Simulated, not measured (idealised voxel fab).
The document below concerns the process module designated voxel fin reveal.
Cross-sectional view cut (width: 185 nm; square cell size: 5 nm).
Each cross-section below is a grid of square cells, stated as bands in top-down order, with one or more rows of cells making up each band.
Look at the band entry: it leads with the top's height and the bottom's height in nm. Then it lists the materials left to right, with a width in nm for each. The word "full width" on a single material says that material fills the band edge to edge. The word "blank" is empty space.
Convention: height 0 is the level below which the wafer, as received, is all one material. The lowest band does not terminate at the bottom but continues downward, represented as "z 0 and below".
A two-number width, for instance "30..40", indicates that the width is equal to the first number in the top row of the band and to the second number in the bottom row, and that it changes by a constant amount per row of cells.
"everything unchanged" after a step means that no cell of the cross-section changed.
"Closed void listing" - sealed voids, min. 8 cells, no opening to top; format: width x height at distance (distance from left edge; nm throughout).
Post-settings text on a step line: simulator's own remark regarding the step.
overlay nm: right-of-plan distance of the mask on a masked step; negative values mean left-of-plan.

The process steps that were planned are listed below:
1. RECEIVE | material Si
2. CONFORMAL_DEP | material SiN | thk nm 10
3. PATTERN | tone cover | mask id FINS | material resist | width nm 15 | pitch nm 40 | thk nm 20 | overlay nm 0
4. DIRECTIONAL_ETCH | etch materials SiN | depth nm 10
5. DIRECTIONAL_ETCH | etch materials Si | depth nm 35
6. STRIP | etch materials resist
7. OXIDIZE | depth nm 5
8. FILL_DEP | material SiO2 | thk nm 10
9. CMP | height nm 10
10. SELECTIVE_ETCH | etch materials SiO2 | depth nm 30
11. STRIP | etch materials SiN
12. CONFORMAL_DEP | material HfO2 | thk nm 5

Here's what the wafer looked like in cross-section when it arrived - that's after step 1:
	z 0 and below = Si full width
	Closed void listing: none

The following cross-section depicts the wafer upon conclusion of the module. Processing commenced from the starting condition illustrated above and adhered to the plan illustrated above, save for one mistake in execution:
	z 5 to 0 = blank 65 nm, then HfO2 15 nm, then blank 25 nm, then HfO2 15 nm, then blank 65 nm
	z 0 to -15 = blank 65 nm, then HfO2 5 nm, then Si 5 nm, then HfO2 5 nm, then blank 25 nm, then HfO2 5 nm, then Si 5 nm, then HfO2 5 nm, then blank 65 nm
	z -15 to -20 = HfO2 40 nm, then blank 25 nm, then HfO2 5 nm, then Si 5 nm, then HfO2 5 nm, then blank 25 nm, then HfO2 5 nm, then Si 5 nm, then HfO2 5 nm, then blank 25 nm, then HfO2 40 nm
	z -20 to -25 = SiO2 35 nm, then HfO2 5 nm, then blank 25 nm, then HfO2 5 nm, then Si 5 nm, then HfO2 5 nm, then blank 25 nm, then HfO2 5 nm, then Si 5 nm, then HfO2 5 nm, then blank 25 nm, then HfO2 5 nm, then SiO2 35 nm
	z -25 to -30 = SiO2 35 nm, then HfO2 35 nm, then Si 5 nm, then HfO2 35 nm, then Si 5 nm, then HfO2 35 nm, then SiO2 35 nm
	z -30 to -40 = SiO2 70 nm, then Si 5 nm, then SiO2 35 nm, then Si 5 nm, then SiO2 70 nm
	z -40 and below = Si full width
	Closed void listing: none
The plan and the run diverged here: steps 10 and 11 got flipped, so each one ran where the other should have
